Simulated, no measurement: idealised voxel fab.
This is a process module. Its name is voxel self aligned vias.
The figure presents cross-section cut, which has a width of 145 nm and is divided into square cells with an edge length of 5 nm.
Bands, listed from the top down, are how a cross-section gets written in this document; the cross-section itself is a grid of square cells, and a band is one or more rows of them.
Each band's line starts with the height of the band's top and of its bottom, in nm. Then come its materials from left to right, each with its width in nm. One material with "all across" fills the band from edge to edge. "empty" is empty space.
The level at which height equals 0 is the one under which the wafer, as it arrives, is entirely one material. No lower edge exists for the bottom band, which continues downward and is notated as in "0 down".
Quick explanation for "30..40": the width changes in equal steps down the rows of cells, from the first number in the band's top row to the second number in its bottom row.
"nothing different" after a step means that no cell of the cross-section changed.
The entry titled "Entrapped void list" provides the empty spaces that have no open way to the top, restricted to those of 8 cells or more. Each is presented as width x height at distance, the distance being measured from the left edge, with all three in nm.
Formally, on a step line, whatever follows the settings is a remark that the simulator itself makes on the step.
overlay nm: where the mask lay relative to plan, measured to the right, on steps with a mask; negatives go left.

### Listed below are the process steps as planned
| 1 | RECEIVE, material Si |
| 2 | CONFORMAL_DEP, material SiO2, thk nm 15 |
| 3 | CONFORMAL_DEP, material SiCN, thk nm 5 |
| 4 | DIRECTIONAL_DEP, material SiO2, thk nm 25 |
| 5 | DIRECTIONAL_DEP, material aC, thk nm 15 |
| 6 | PATTERN, tone open, mask id LINES, material resist, width nm 30, pitch nm 60, thk nm 35, overlay nm 0 |
| 7 | DIRECTIONAL_ETCH, etch materials aC, depth nm 15 |
| 8 | STRIP, etch materials resist |
| 9 | DIRECTIONAL_ETCH, etch materials SiO2, depth nm 25 |
| 10 | STRIP, etch materials aC |
| 11 | CONFORMAL_DEP, material TiN, thk nm 5 |
| 12 | FILL_DEP, material Ru, thk nm 5 |
| 13 | CMP, height nm 45 |
| 14 | SELECTIVE_ETCH, etch materials W Ru TiN, depth nm 5 |
| 15 | FILL_DEP, material SiN, thk nm 5 |
| 16 | CMP, height nm 45 |
| 17 | DIRECTIONAL_DEP, material SiO2, thk nm 15 |
| 18 | MASKED_ETCH, tone open, mask id VIAS, width nm 40, etch materials SiO2, depth nm 15, overlay nm 0 |
| 19 | MASKED_ETCH, tone open, mask id VIAS, width nm 40, etch materials SiN, depth nm 5, overlay nm 0 |
| 20 | CONFORMAL_DEP, material TiN, thk nm 5 |
| 21 | FILL_DEP, material Cu, thk nm 5 |
| 22 | CMP, height nm 60 |
| 23 | CONFORMAL_DEP, material SiN, thk nm 5 |

### Shown in cross-section is the wafer as received, that is, as it stands after step 1
0 down = Si all across
Entrapped void list: none

### The cross-section shown corresponds to the wafer at the conclusion of the module. The initial structure and the process plan are those presented above; however, one mistake occurred in executing the plan
60 to 55 = SiN all across
55 to 45 = SiO2=20, then TiN=5..10, then Cu=30..20, then TiN=5..10, then SiO2=85
45 to 40 = SiO2=25, then TiN=30, then SiO2=30, then SiN=30, then SiO2=30
40 to 25 = SiO2=25, then TiN=5, then Ru=20, then TiN=5, then SiO2=30, then TiN=5, then Ru=20, then TiN=5, then SiO2=30
25 to 20 = SiO2=25, then TiN=30, then SiO2=30, then TiN=30, then SiO2=30
20 to 15 = SiCN all across
15 to 0 = SiO2 all across
0 down = Si all across
Entrapped void list: none
Plan not followed: not per plan at step 22, really ran CMP, height nm 55
